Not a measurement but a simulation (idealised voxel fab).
The process module presented herein is designated voxel fin reveal.
Cross-sectional view cut (width: 200 nm; square cell size: 5 nm).
Just so we're on the same page, the cross-sections are grids of square cells, and they're listed out in bands top to bottom, each band one or more rows deep. Top, bottom (nm), then materials left to right with widths (nm); lone material tagged "everywhere" fills the whole band edge to edge; "empty" = empty space. Ref level 0: as-received wafer is one material below here. Bottom band extends down with no lower bound ("z 0 and below"). The expression "30..40" gives the width at the extremes of the band, the first number at its top row of cells and the second at its bottom row, with the width changing by equal amounts from each row to the next in between. "no modification" means the step left every cell of the cross-section as it was. In "Closed void inventory" the enclosed voids are listed, meaning empty spaces of 8 cells or larger without any opening to the top. The form is width x height at distance, distance from the left edge, units nm. That trailing text on a step's line, after the settings, is the simulator's own remark on the step. A step's line can hold "overlay nm"; with a mask on that step, the setting says how far right of the planned place the mask lay, while a negative setting says it lay to the left. If you're wondering how to read the rest of this, here's the deal. It's pairs of cross-sections: one from before a process step, one from after it. The after one is only drawn as far down as the lowest band that changed. Right under each pair you'll see which step sits between them and what its settings were. Don't read the pairs as one continuous story, though. They can come from different runs of this module on the same starting wafer, and a pair only carries on from the one above it where its entry headed "State on entry" says so.

-- State on entry
    z 0 and below | Si everywhere
    Closed void inventory: none

-- Post-Step Snapshot
    z 5 to 0 | SiN everywhere
    Beneath the level 0, the cross-section is identical to its previous state.
    Closed void inventory: none
Processing between the before and after sections above: CONFORMAL_DEP [material SiN] [thk nm 5]

State on entry: see the after view in the pair directly above.

-- Post-Step Snapshot
    z 20 to 5 | aC everywhere
    Beneath the level 5, the cross-section is identical to its previous state.
    Closed void inventory: none
Processing between the before and after sections above: DIRECTIONAL_DEP [material aC] [thk nm 15]

State on entry: see the after view in the pair directly above.

-- Post-Step Snapshot
    z 55 to 20 | empty (75), then resist (15), then empty (20), then resist (15), then empty (75)
    Beneath the level 20, the cross-section is identical to its previous state.
    Closed void inventory: none
Processing between the before and after sections above: PATTERN [tone cover] [mask id FINS] [material resist] [width nm 15] [pitch nm 35] [thk nm 35] [overlay nm 0]

State on entry: see the after view in the pair directly above.

-- Post-Step Snapshot
    z 40 to 20 | empty (75), then resist (15), then empty (20), then resist (15), then empty (75)
    z 20 to 5 | empty (75), then aC (15), then empty (20), then aC (15), then empty (75)
    Beneath the level 5, the cross-section is identical to its previous state.
    Closed void inventory: none
Processing between the before and after sections above: DIRECTIONAL_ETCH [etch materials aC] [depth nm 15]

State on entry: see the after view in the pair directly above.

-- Post-Step Snapshot
    z 20 to 5 | empty (75), then aC (15), then empty (20), then aC (15), then empty (75)
    Beneath the level 5, the cross-section is identical to its previous state.
    Closed void inventory: none
Processing between the before and after sections above: STRIP [etch materials resist]

State on entry: see the after view in the pair directly above.

-- Post-Step Snapshot
    z 20 to 5 | empty (75), then aC (15), then empty (20), then aC (15), then empty (75)
    z 5 to 0 | empty (75), then SiN (15), then empty (20), then SiN (15), then empty (75)
    Beneath the level 0, the cross-section is identical to its previous state.
    Closed void inventory: none
Processing between the before and after sections above: DIRECTIONAL_ETCH [etch materials SiN] [depth nm 5]

State on entry: see the after view in the pair directly above.

-- Post-Step Snapshot
    z 20 to 5 | empty (75), then aC (15), then empty (20), then aC (15), then empty (75)
    z 5 to 0 | empty (75), then SiN (15), then empty (20), then SiN (15), then empty (75)
    z 0 to -35 | empty (75), then Si (15), then empty (20), then Si (15), then empty (75)
    Beneath the level -35, the cross-section is identical to its previous state.
    Closed void inventory: none
Processing between the before and after sections above: DIRECTIONAL_ETCH [etch materials Si] [depth nm 35]

State on entry: see the after view in the pair directly above.

-- Post-Step Snapshot
    z 5 to 0 | empty (75), then SiN (15), then empty (20), then SiN (15), then empty (75)
    Beneath the level 0, the cross-section is identical to its previous state.
    Closed void inventory: none
Processing between the before and after sections above: STRIP [etch materials aC]

State on entry: see the after view in the pair directly above.

-- Post-Step Snapshot
    z 5 to 0 | empty (75), then SiN (15), then empty (20), then SiN (15), then empty (75)
    z 0 to -35 | empty (75), then SiO2 (5), then Si (5), then SiO2 (5), then empty (20), then SiO2 (5), then Si (5), then SiO2 (5), then empty (75)
    z -35 to -40 | SiO2 (80), then Si (5), then SiO2 (30), then Si (5), then SiO2 (80)
    Beneath the level -40, the cross-section is identical to its previous state.
    Closed void inventory: none
Processing between the before and after sections above: OXIDIZE [depth nm 5]

State on entry: see the after view in the pair directly above.

-- Post-Step Snapshot
    z 20 to 5 | SiO2 everywhere
    z 5 to 0 | SiO2 (75), then SiN (15), then SiO2 (20), then SiN (15), then SiO2 (75)
    z 0 to -40 | SiO2 (80), then Si (5), then SiO2 (30), then Si (5), then SiO2 (80)
    Beneath the level -40, the cross-section is identical to its previous state.
    Closed void inventory: none
Processing between the before and after sections above: FILL_DEP [material SiO2] [thk nm 15]

State on entry: see the after view in the pair directly above.

-- Post-Step Snapshot
    z 5 to 0 | SiO2 (75), then SiN (15), then SiO2 (20), then SiN (15), then SiO2 (75)
    Beneath the level 0, the cross-section is identical to its previous state.
    Closed void inventory: none
Processing between the before and after sections above: CMP [height nm 5]

State on entry: see the after view in the pair directly above.

-- Post-Step Snapshot
    z 5 to 0 | empty (75), then SiN (15), then empty (20), then SiN (15), then empty (75)
    z 0 to -15 | empty (80), then Si (5), then empty (30), then Si (5), then empty (80)
    Beneath the level -15, the cross-section is identical to its previous state.
    Closed void inventory: none
Processing between the before and after sections above: SELECTIVE_ETCH [etch materials SiO2] [depth nm 20]

State on entry: see the after view in the pair directly above.

-- Post-Step Snapshot
    z 0 to -15 | empty (80), then Si (5), then empty (30), then Si (5), then empty (80)
    Beneath the level -15, the cross-section is identical to its previous state.
    Closed void inventory: none
Processing between the before and after sections above: STRIP [etch materials SiN]

State on entry: see the after view in the pair directly above.

-- Post-Step Snapshot
    z 5 to 0 | empty (75), then SiO2 (15), then empty (20), then SiO2 (15), then empty (75)
    z 0 to -10 | empty (75), then SiO2 (5), then Si (5), then SiO2 (5), then empty (20), then SiO2 (5), then Si (5), then SiO2 (5), then empty (75)
    z -10 to -40 | SiO2 (80), then Si (5), then SiO2 (30), then Si (5), then SiO2 (80)
    Beneath the level -40, the cross-section is identical to its previous state.
    Closed void inventory: none
Processing between the before and after sections above: CONFORMAL_DEP [material SiO2] [thk nm 5]

-- State on entry
    z 20 to 5 | SiO2 everywhere
    z 5 to 0 | SiO2 (75), then SiN (15), then SiO2 (20), then SiN (15), then SiO2 (75)
    z 0 to -40 | SiO2 (80), then Si (5), then SiO2 (30), then Si (5), then SiO2 (80)
    z -40 and below | Si everywhere
    Closed void inventory: none

-- Post-Step Snapshot
    z 5 to 0 | empty (75), then SiN (15), then empty (20), then SiN (15), then empty (75)
    Beneath the level 0, the cross-section is identical to its previous state.
    Closed void inventory: none
Processing between the before and after sections above: SELECTIVE_ETCH [etch materials SiO2] [depth nm 20]

State on entry: see the after view in the pair directly above.

-- Post-Step Snapshot
    z 0 to -40 | SiO2 (80), then Si (5), then SiO2 (30), then Si (5), then SiO2 (80)
    Beneath the level -40, the cross-section is identical to its previous state.
    Closed void inventory: none
Processing between the before and after sections above: STRIP [etch materials SiN]

State on entry: see the after view in the pair directly above.

-- Post-Step Snapshot
    z 5 to 0 | SiO2 everywhere
    Beneath the level 0, the cross-section is identical to its previous state.
    Closed void inventory: none
Processing between the before and after sections above: CONFORMAL_DEP [material SiO2] [thk nm 5]

-- State on entry
    z 20 to 5 | empty (75), then aC (15), then empty (20), then aC (15), then empty (75)
    z 5 to 0 | empty (75), then SiN (15), then empty (20), then SiN (15), then empty (75)
    z 0 to -35 | empty (75), then Si (15), then empty (20), then Si (15), then empty (75)
    z -35 and below | Si everywhere
    Closed void inventory: none

-- Post-Step Snapshot
    z 20 to 5 | empty (75), then aC (15), then empty (20), then aC (15), then empty (75)
    z 5 to 0 | empty (75), then SiN (15), then empty (20), then SiN (15), then empty (75)
    z 0 to -70 | empty (75), then Si (15), then empty (20), then Si (15), then empty (75)
    Beneath the level -70, the cross-section is identical to its previous state.
    Closed void inventory: none
Processing between the before and after sections above: DIRECTIONAL_ETCH [etch materials Si] [depth nm 35]

State on entry: see the after view in the pair directly above.

-- Post-Step Snapshot
    z 5 to 0 | empty (75), then SiN (15), then empty (20), then SiN (15), then empty (75)
    Beneath the level 0, the cross-section is identical to its previous state.
    Closed void inventory: none
Processing between the before and after sections above: STRIP [etch materials aC]

State on entry: see the after view in the pair directly above.

-- Post-Step Snapshot
    z 5 to 0 | empty (75), then SiN (15), then empty (20), then SiN (15), then empty (75)
    z 0 to -70 | empty (75), then SiO2 (5), then Si (5), then SiO2 (5), then empty (20), then SiO2 (5), then Si (5), then SiO2 (5), then empty (75)
    z -70 to -75 | SiO2 (80), then Si (5), then SiO2 (30), then Si (5), then SiO2 (80)
    Beneath the level -75, the cross-section is identical to its previous state.
    Closed void inventory: none
Processing between the before and after sections above: OXIDIZE [depth nm 5]

State on entry: see the after view in the pair directly above.

-- Post-Step Snapshot
    z 20 to 5 | SiO2 everywhere
    z 5 to 0 | SiO2 (75), then SiN (15), then SiO2 (20), then SiN (15), then SiO2 (75)
    z 0 to -75 | SiO2 (80), then Si (5), then SiO2 (30), then Si (5), then SiO2 (80)
    Beneath the level -75, the cross-section is identical to its previous state.
    Closed void inventory: none
Processing between the before and after sections above: FILL_DEP [material SiO2] [thk nm 15]

State on entry: see the after view in the pair directly above.

-- Post-Step Snapshot
    z 5 to 0 | SiO2 (75), then SiN (15), then SiO2 (20), then SiN (15), then SiO2 (75)
    Beneath the level 0, the cross-section is identical to its previous state.
    Closed void inventory: none
Processing between the before and after sections above: CMP [height nm 5]

State on entry: see the after view in the pair directly above.

-- Post-Step Snapshot
    z 5 to 0 | empty (75), then SiN (15), then empty (20), then SiN (15), then empty (75)
    z 0 to -15 | empty (80), then Si (5), then empty (30), then Si (5), then empty (80)
    Beneath the level -15, the cross-section is identical to its previous state.
    Closed void inventory: none
Processing between the before and after sections above: SELECTIVE_ETCH [etch materials SiO2] [depth nm 20]

State on entry: see the after view in the pair directly above.

-- Post-Step Snapshot
    z 0 to -15 | empty (80), then Si (5), then empty (30), then Si (5), then empty (80)
    Beneath the level -15, the cross-section is identical to its previous state.
    Closed void inventory: none
Processing between the before and after sections above: STRIP [etch materials SiN]

State on entry: see the after view in the pair directly above.

-- Post-Step Snapshot
    z 5 to 0 | empty (75), then SiO2 (15), then empty (20), then SiO2 (15), then empty (75)
    z 0 to -10 | empty (75), then SiO2 (5), then Si (5), then SiO2 (5), then empty (20), then SiO2 (5), then Si (5), then SiO2 (5), then empty (75)
    z -10 to -75 | SiO2 (80), then Si (5), then SiO2 (30), then Si (5), then SiO2 (80)
    Beneath the level -75, the cross-section is identical to its previous state.
    Closed void inventory: none
Processing between the before and after sections above: CONFORMAL_DEP [material SiO2] [thk nm 5]

-- State on entry
    z 5 to 0 | SiO2 (75), then SiN (15), then SiO2 (20), then SiN (15), then SiO2 (75)
    z 0 to -40 | SiO2 (80), then Si (5), then SiO2 (30), then Si (5), then SiO2 (80)
    z -40 and below | Si everywhere
    Closed void inventory: none

-- Post-Step Snapshot
    z 5 to 0 | SiO2 (75), then empty (15), then SiO2 (20), then empty (15), then SiO2 (75)
    Beneath the level 0, the cross-section is identical to its previous state.
    Closed void inventory: none
Processing between the before and after sections above: STRIP [etch materials SiN]

State on entry: see the after view in the pair directly above.

-- Post-Step Snapshot
    z 0 to -15 | empty (80), then Si (5), then empty (30), then Si (5), then empty (80)
    z -15 to -20 | SiO2 (55), then empty (25), then Si (5), then empty (30), then Si (5), then empty (25), then SiO2 (55)
    Beneath the level -20, the cross-section is identical to its previous state.
    Closed void inventory: none
Processing between the before and after sections above: SELECTIVE_ETCH [etch materials SiO2] [depth nm 20]

State on entry: see the after view in the pair directly above.

-- Post-Step Snapshot
    z 5 to 0 | empty (75), then SiO2 (15), then empty (20), then SiO2 (15), then empty (75)
    z 0 to -10 | empty (75), then SiO2 (5), then Si (5), then SiO2 (5), then empty (20), then SiO2 (5), then Si (5), then SiO2 (5), then empty (75)
    z -10 to -15 | SiO2 (60), then empty (15), then SiO2 (5), then Si (5), then SiO2 (5), then empty (20), then SiO2 (5), then Si (5), then SiO2 (5), then empty (15), then SiO2 (60)
    z -15 to -40 | SiO2 (80), then Si (5), then SiO2 (30), then Si (5), then SiO2 (80)
    Beneath the level -40, the cross-section is identical to its previous state.
    Closed void inventory: none
Processing between the before and after sections above: CONFORMAL_DEP [material SiO2] [thk nm 5]

-- State on entry
    z 0 to -15 | empty (80), then Si (5), then empty (30), then Si (5), then empty (80)
    z -15 to -40 | SiO2 (80), then Si (5), then SiO2 (30), then Si (5), then SiO2 (80)
    z -40 and below | Si everywhere
    Closed void inventory: none

-- Post-Step Snapshot
    z 15 to 0 | empty (65), then SiO2 (70), then empty (65)
    z 0 to -40 | SiO2 (80), then Si (5), then SiO2 (30), then Si (5), then SiO2 (80)
    Beneath the level -40, the cross-section is identical to its previous state.
    Closed void inventory: none
Processing between the before and after sections above: CONFORMAL_DEP [material SiO2] [thk nm 15]

-- State on entry
    z 20 to 5 | aC everywhere
    z 5 to 0 | SiN everywhere
    z 0 and below | Si everywhere
    Closed void inventory: none

-- Post-Step Snapshot
    z 55 to 20 | empty (75), then resist (20), then empty (15), then resist (20), then empty (70)
    Beneath the level 20, the cross-section is identical to its previous state.
    Closed void inventory: none
Processing between the before and after sections above: PATTERN [tone cover] [mask id FINS] [material resist] [width nm 20] [pitch nm 35] [thk nm 35] [overlay nm 0]

State on entry: see the after view in the pair directly above.

-- Post-Step Snapshot
    z 40 to 20 | empty (75), then resist (20), then empty (15), then resist (20), then empty (70)
    z 20 to 5 | empty (75), then aC (20), then empty (15), then aC (20), then empty (70)
    Beneath the level 5, the cross-section is identical to its previous state.
    Closed void inventory: none
Processing between the before and after sections above: DIRECTIONAL_ETCH [etch materials aC] [depth nm 15]

State on entry: see the after view in the pair directly above.

-- Post-Step Snapshot
    z 20 to 5 | empty (75), then aC (20), then empty (15), then aC (20), then empty (70)
    Beneath the level 5, the cross-section is identical to its previous state.
    Closed void inventory: none
Processing between the before and after sections above: STRIP [etch materials resist]

State on entry: see the after view in the pair directly above.

-- Post-Step Snapshot
    z 20 to 5 | empty (75), then aC (20), then empty (15), then aC (20), then empty (70)
    z 5 to 0 | empty (75), then SiN (20), then empty (15), then SiN (20), then empty (70)
    Beneath the level 0, the cross-section is identical to its previous state.
    Closed void inventory: none
Processing between the before and after sections above: DIRECTIONAL_ETCH [etch materials SiN] [depth nm 5]

State on entry: see the after view in the pair directly above.

-- Post-Step Snapshot
    z 20 to 5 | empty (75), then aC (20), then empty (15), then aC (20), then empty (70)
    z 5 to 0 | empty (75), then SiN (20), then empty (15), then SiN (20), then empty (70)
    z 0 to -35 | empty (75), then Si (20), then empty (15), then Si (20), then empty (70)
    Beneath the level -35, the cross-section is identical to its previous state.
    Closed void inventory: none
Processing between the before and after sections above: DIRECTIONAL_ETCH [etch materials Si] [depth nm 35]

State on entry: see the after view in the pair directly above.

-- Post-Step Snapshot
    z 5 to 0 | empty (75), then SiN (20), then empty (15), then SiN (20), then empty (70)
    Beneath the level 0, the cross-section is identical to its previous state.
    Closed void inventory: none
Processing between the before and after sections above: STRIP [etch materials aC]

State on entry: see the after view in the pair directly above.

-- Post-Step Snapshot
    z 5 to 0 | empty (75), then SiN (20), then empty (15), then SiN (20), then empty (70)
    z 0 to -35 | empty (75), then SiO2 (5), then Si (10), then SiO2 (5), then empty (15), then SiO2 (5), then Si (10), then SiO2 (5), then empty (70)
    z -35 to -40 | SiO2 (80), then Si (10), then SiO2 (25), then Si (10), then SiO2 (75)
    Beneath the level -40, the cross-section is identical to its previous state.
    Closed void inventory: none
Processing between the before and after sections above: OXIDIZE [depth nm 5]

State on entry: see the after view in the pair directly above.

-- Post-Step Snapshot
    z 20 to 5 | SiO2 everywhere
    z 5 to 0 | SiO2 (75), then SiN (20), then SiO2 (15), then SiN (20), then SiO2 (70)
    z 0 to -40 | SiO2 (80), then Si (10), then SiO2 (25), then Si (10), then SiO2 (75)
    Beneath the level -40, the cross-section is identical to its previous state.
    Closed void inventory: none
Processing between the before and after sections above: FILL_DEP [material SiO2] [thk nm 15]

State on entry: see the after view in the pair directly above.

-- Post-Step Snapshot
    z 5 to 0 | SiO2 (75), then SiN (20), then SiO2 (15), then SiN (20), then SiO2 (70)
    Beneath the level 0, the cross-section is identical to its previous state.
    Closed void inventory: none
Processing between the before and after sections above: CMP [height nm 5]

State on entry: see the after view in the pair directly above.

-- Post-Step Snapshot
    z 5 to 0 | empty (75), then SiN (20), then empty (15), then SiN (20), then empty (70)
    z 0 to -15 | empty (80), then Si (10), then empty (25), then Si (10), then empty (75)
    Beneath the level -15, the cross-section is identical to its previous state.
    Closed void inventory: none
Processing between the before and after sections above: SELECTIVE_ETCH [etch materials SiO2] [depth nm 20]

State on entry: see the after view in the pair directly above.

-- Post-Step Snapshot
    z 0 to -15 | empty (80), then Si (10), then empty (25), then Si (10), then empty (75)
    Beneath the level -15, the cross-section is identical to its previous state.
    Closed void inventory: none
Processing between the before and after sections above: STRIP [etch materials SiN]

State on entry: see the after view in the pair directly above.

-- Post-Step Snapshot
    z 5 to 0 | empty (75), then SiO2 (20), then empty (15), then SiO2 (20), then empty (70)
    z 0 to -10 | empty (75), then SiO2 (5), then Si (10), then SiO2 (5), then empty (15), then SiO2 (5), then Si (10), then SiO2 (5), then empty (70)
    z -10 to -40 | SiO2 (80), then Si (10), then SiO2 (25), then Si (10), then SiO2 (75)
    Beneath the level -40, the cross-section is identical to its previous state.
    Closed void inventory: none
Processing between the before and after sections above: CONFORMAL_DEP [material SiO2] [thk nm 5]

-- State on entry
    z 20 to 5 | aC everywhere
    z 5 to 0 | SiN everywhere
    z 0 and below | Si everywhere
    Closed void inventory: none

-- Post-Step Snapshot
    z 55 to 20 | empty (80), then resist (15), then empty (20), then resist (15), then empty (70)
    Beneath the level 20, the cross-section is identical to its previous state.
    Closed void inventory: none
Processing between the before and after sections above: PATTERN [tone cover] [mask id FINS] [material resist] [width nm 15] [pitch nm 35] [thk nm 35] [overlay nm 5]

State on entry: see the after view in the pair directly above.

-- Post-Step Snapshot
    z 40 to 20 | empty (80), then resist (15), then empty (20), then resist (15), then empty (70)
    z 20 to 5 | empty (80), then aC (15), then empty (20), then aC (15), then empty (70)
    Beneath the level 5, the cross-section is identical to its previous state.
    Closed void inventory: none
Processing between the before and after sections above: DIRECTIONAL_ETCH [etch materials aC] [depth nm 15]

State on entry: see the after view in the pair directly above.

-- Post-Step Snapshot
    z 20 to 5 | empty (80), then aC (15), then empty (20), then aC (15), then empty (70)
    Beneath the level 5, the cross-section is identical to its previous state.
    Closed void inventory: none
Processing between the before and after sections above: STRIP [etch materials resist]

State on entry: see the after view in the pair directly above.

-- Post-Step Snapshot
    z 20 to 5 | empty (80), then aC (15), then empty (20), then aC (15), then empty (70)
    z 5 to 0 | empty (80), then SiN (15), then empty (20), then SiN (15), then empty (70)
    Beneath the level 0, the cross-section is identical to its previous state.
    Closed void inventory: none
Processing between the before and after sections above: DIRECTIONAL_ETCH [etch materials SiN] [depth nm 5]

State on entry: see the after view in the pair directly above.

-- Post-Step Snapshot
    z 20 to 5 | empty (80), then aC (15), then empty (20), then aC (15), then empty (70)
    z 5 to 0 | empty (80), then SiN (15), then empty (20), then SiN (15), then empty (70)
    z 0 to -35 | empty (80), then Si (15), then empty (20), then Si (15), then empty (70)
    Beneath the level -35, the cross-section is identical to its previous state.
    Closed void inventory: none
Processing between the before and after sections above: DIRECTIONAL_ETCH [etch materials Si] [depth nm 35]

State on entry: see the after view in the pair directly above.

-- Post-Step Snapshot
    z 5 to 0 | empty (80), then SiN (15), then empty (20), then SiN (15), then empty (70)
    Beneath the level 0, the cross-section is identical to its previous state.
    Closed void inventory: none
Processing between the before and after sections above: STRIP [etch materials aC]

State on entry: see the after view in the pair directly above.

-- Post-Step Snapshot
    z 5 to 0 | empty (80), then SiN (15), then empty (20), then SiN (15), then empty (70)
    z 0 to -35 | empty (80), then SiO2 (5), then Si (5), then SiO2 (5), then empty (20), then SiO2 (5), then Si (5), then SiO2 (5), then empty (70)
    z -35 to -40 | SiO2 (85), then Si (5), then SiO2 (30), then Si (5), then SiO2 (75)
    Beneath the level -40, the cross-section is identical to its previous state.
    Closed void inventory: none
Processing between the before and after sections above: OXIDIZE [depth nm 5]

State on entry: see the after view in the pair directly above.

-- Post-Step Snapshot
    z 20 to 5 | SiO2 everywhere
    z 5 to 0 | SiO2 (80), then SiN (15), then SiO2 (20), then SiN (15), then SiO2 (70)
    z 0 to -40 | SiO2 (85), then Si (5), then SiO2 (30), then Si (5), then SiO2 (75)
    Beneath the level -40, the cross-section is identical to its previous state.
    Closed void inventory: none
Processing between the before and after sections above: FILL_DEP [material SiO2] [thk nm 15]

State on entry: see the after view in the pair directly above.

-- Post-Step Snapshot
    z 5 to 0 | SiO2 (80), then SiN (15), then SiO2 (20), then SiN (15), then SiO2 (70)
    Beneath the level 0, the cross-section is identical to its previous state.
    Closed void inventory: none
Processing between the before and after sections above: CMP [height nm 5]

State on entry: see the after view in the pair directly above.

-- Post-Step Snapshot
    z 5 to 0 | empty (80), then SiN (15), then empty (20), then SiN (15), then empty (70)
    z 0 to -15 | empty (85), then Si (5), then empty (30), then Si (5), then empty (75)
    Beneath the level -15, the cross-section is identical to its previous state.
    Closed void inventory: none
Processing between the before and after sections above: SELECTIVE_ETCH [etch materials SiO2] [depth nm 20]

State on entry: see the after view in the pair directly above.

-- Post-Step Snapshot
    z 0 to -15 | empty (85), then Si (5), then empty (30), then Si (5), then empty (75)
    Beneath the level -15, the cross-section is identical to its previous state.
    Closed void inventory: none
Processing between the before and after sections above: STRIP [etch materials SiN]

State on entry: see the after view in the pair directly above.

-- Post-Step Snapshot
    z 5 to 0 | empty (80), then SiO2 (15), then empty (20), then SiO2 (15), then empty (70)
    z 0 to -10 | empty (80), then SiO2 (5), then Si (5), then SiO2 (5), then empty (20), then SiO2 (5), then Si (5), then SiO2 (5), then empty (70)
    z -10 to -40 | SiO2 (85), then Si (5), then SiO2 (30), then Si (5), then SiO2 (75)
    Beneath the level -40, the cross-section is identical to its previous state.
    Closed void inventory: none
Processing between the before and after sections above: CONFORMAL_DEP [material SiO2] [thk nm 5]

-- State on entry
    z 5 to 0 | empty (75), then SiN (15), then empty (20), then SiN (15), then empty (75)
    z 0 to -15 | empty (80), then Si (5), then empty (30), then Si (5), then empty (80)
    z -15 to -40 | SiO2 (80), then Si (5), then SiO2 (30), then Si (5), then SiO2 (80)
    z -40 and below | Si everywhere
    Closed void inventory: none

-- Post-Step Snapshot
    z 5 to 0 | empty (75), then SiN (15), then empty (20), then SiN (15), then empty (75)
    z 0 to -40 | empty (80), then Si (5), then empty (30), then Si (5), then empty (80)
    Beneath the level -40, the cross-section is identical to its previous state.
    Closed void inventory: none
Processing between the before and after sections above: STRIP [etch materials SiO2]

State on entry: see the after view in the pair directly above.

-- Post-Step Snapshot
    z 10 to 5 | empty (70), then SiO2 (25), then empty (10), then SiO2 (25), then empty (70)
    z 5 to 0 | empty (70), then SiO2 (5), then SiN (15), then SiO2 (5), then empty (10), then SiO2 (5), then SiN (15), then SiO2 (5), then empty (70)
    z 0 to -5 | empty (70), then SiO2 (10), then Si (5), then SiO2 (10), then empty (10), then SiO2 (10), then Si (5), then SiO2 (10), then empty (70)
    z -5 to -35 | empty (75), then SiO2 (5), then Si (5), then SiO2 (5), then empty (20), then SiO2 (5), then Si (5), then SiO2 (5), then empty (75)
    z -35 to -40 | SiO2 (80), then Si (5), then SiO2 (30), then Si (5), then SiO2 (80)
    Beneath the level -40, the cross-section is identical to its previous state.
    Closed void inventory: none
Processing between the before and after sections above: CONFORMAL_DEP [material SiO2] [thk nm 5]

-- State on entry
    z 20 to 5 | aC everywhere
    z 5 to 0 | SiN everywhere
    z 0 and below | Si everywhere
    Closed void inventory: none

-- Post-Step Snapshot
    z 55 to 20 | resist (75), then empty (15), then resist (20), then empty (15), then resist (75)
    Beneath the level 20, the cross-section is identical to its previous state.
    Closed void inventory: none
Processing between the before and after sections above: PATTERN [tone open] [mask id FINS] [material resist] [width nm 15] [pitch nm 35] [thk nm 35] [overlay nm 0]

State on entry: see the after view in the pair directly above.

-- Post-Step Snapshot
    z 40 to 20 | resist (75), then empty (15), then resist (20), then empty (15), then resist (75)
    z 20 to 5 | aC (75), then empty (15), then aC (20), then empty (15), then aC (75)
    Beneath the level 5, the cross-section is identical to its previous state.
    Closed void inventory: none
Processing between the before and after sections above: DIRECTIONAL_ETCH [etch materials aC] [depth nm 15]

State on entry: see the after view in the pair directly above.

-- Post-Step Snapshot
    z 20 to 5 | aC (75), then empty (15), then aC (20), then empty (15), then aC (75)
    Beneath the level 5, the cross-section is identical to its previous state.
    Closed void inventory: none
Processing between the before and after sections above: STRIP [etch materials resist]

State on entry: see the after view in the pair directly above.

-- Post-Step Snapshot
    z 20 to 5 | aC (75), then empty (15), then aC (20), then empty (15), then aC (75)
    z 5 to 0 | SiN (75), then empty (15), then SiN (20), then empty (15), then SiN (75)
    Beneath the level 0, the cross-section is identical to its previous state.
    Closed void inventory: none
Processing between the before and after sections above: DIRECTIONAL_ETCH [etch materials SiN] [depth nm 5]

State on entry: see the after view in the pair directly above.

-- Post-Step Snapshot
    z 20 to 5 | aC (75), then empty (15), then aC (20), then empty (15), then aC (75)
    z 5 to 0 | SiN (75), then empty (15), then SiN (20), then empty (15), then SiN (75)
    z 0 to -35 | Si (75), then empty (15), then Si (20), then empty (15), then Si (75)
    Beneath the level -35, the cross-section is identical to its previous state.
    Closed void inventory: none
Processing between the before and after sections above: DIRECTIONAL_ETCH [etch materials Si] [depth nm 35]

State on entry: see the after view in the pair directly above.

-- Post-Step Snapshot
    z 5 to 0 | SiN (75), then empty (15), then SiN (20), then empty (15), then SiN (75)
    Beneath the level 0, the cross-section is identical to its previous state.
    Closed void inventory: none
Processing between the before and after sections above: STRIP [etch materials aC]

State on entry: see the after view in the pair directly above.

-- Post-Step Snapshot
    z 5 to 0 | SiN (75), then empty (15), then SiN (20), then empty (15), then SiN (75)
    z 0 to -35 | Si (70), then SiO2 (5), then empty (15), then SiO2 (5), then Si (10), then SiO2 (5), then empty (15), then SiO2 (5), then Si (70)
    z -35 to -40 | Si (70), then SiO2 (25), then Si (10), then SiO2 (25), then Si (70)
    Beneath the level -40, the cross-section is identical to its previous state.
    Closed void inventory: none
Processing between the before and after sections above: OXIDIZE [depth nm 5]

State on entry: see the after view in the pair directly above.

-- Post-Step Snapshot
    z 20 to 5 | SiO2 everywhere
    z 5 to 0 | SiN (75), then SiO2 (15), then SiN (20), then SiO2 (15), then SiN (75)
    z 0 to -40 | Si (70), then SiO2 (25), then Si (10), then SiO2 (25), then Si (70)
    Beneath the level -40, the cross-section is identical to its previous state.
    Closed void inventory: none
Processing between the before and after sections above: FILL_DEP [material SiO2] [thk nm 15]

State on entry: see the after view in the pair directly above.

-- Post-Step Snapshot
    z 5 to 0 | SiN (75), then SiO2 (15), then SiN (20), then SiO2 (15), then SiN (75)
    Beneath the level 0, the cross-section is identical to its previous state.
    Closed void inventory: none
Processing between the before and after sections above: CMP [height nm 5]

State on entry: see the after view in the pair directly above.

-- Post-Step Snapshot
    z 5 to 0 | SiN (75), then empty (15), then SiN (20), then empty (15), then SiN (75)
    z 0 to -15 | Si (70), then empty (25), then Si (10), then empty (25), then Si (70)
    Beneath the level -15, the cross-section is identical to its previous state.
    Closed void inventory: none
Processing between the before and after sections above: SELECTIVE_ETCH [etch materials SiO2] [depth nm 20]

State on entry: see the after view in the pair directly above.

-- Post-Step Snapshot
    z 0 to -15 | Si (70), then empty (25), then Si (10), then empty (25), then Si (70)
    Beneath the level -15, the cross-section is identical to its previous state.
    Closed void inventory: none
Processing between the before and after sections above: STRIP [etch materials SiN]

State on entry: see the after view in the pair directly above.

-- Post-Step Snapshot
    z 5 to 0 | SiO2 (75), then empty (15), then SiO2 (20), then empty (15), then SiO2 (75)
    z 0 to -10 | Si (70), then SiO2 (5), then empty (15), then SiO2 (5), then Si (10), then SiO2 (5), then empty (15), then SiO2 (5), then Si (70)
    z -10 to -40 | Si (70), then SiO2 (25), then Si (10), then SiO2 (25), then Si (70)
    Beneath the level -40, the cross-section is identical to its previous state.
    Closed void inventory: none
Processing between the before and after sections above: CONFORMAL_DEP [material SiO2] [thk nm 5]
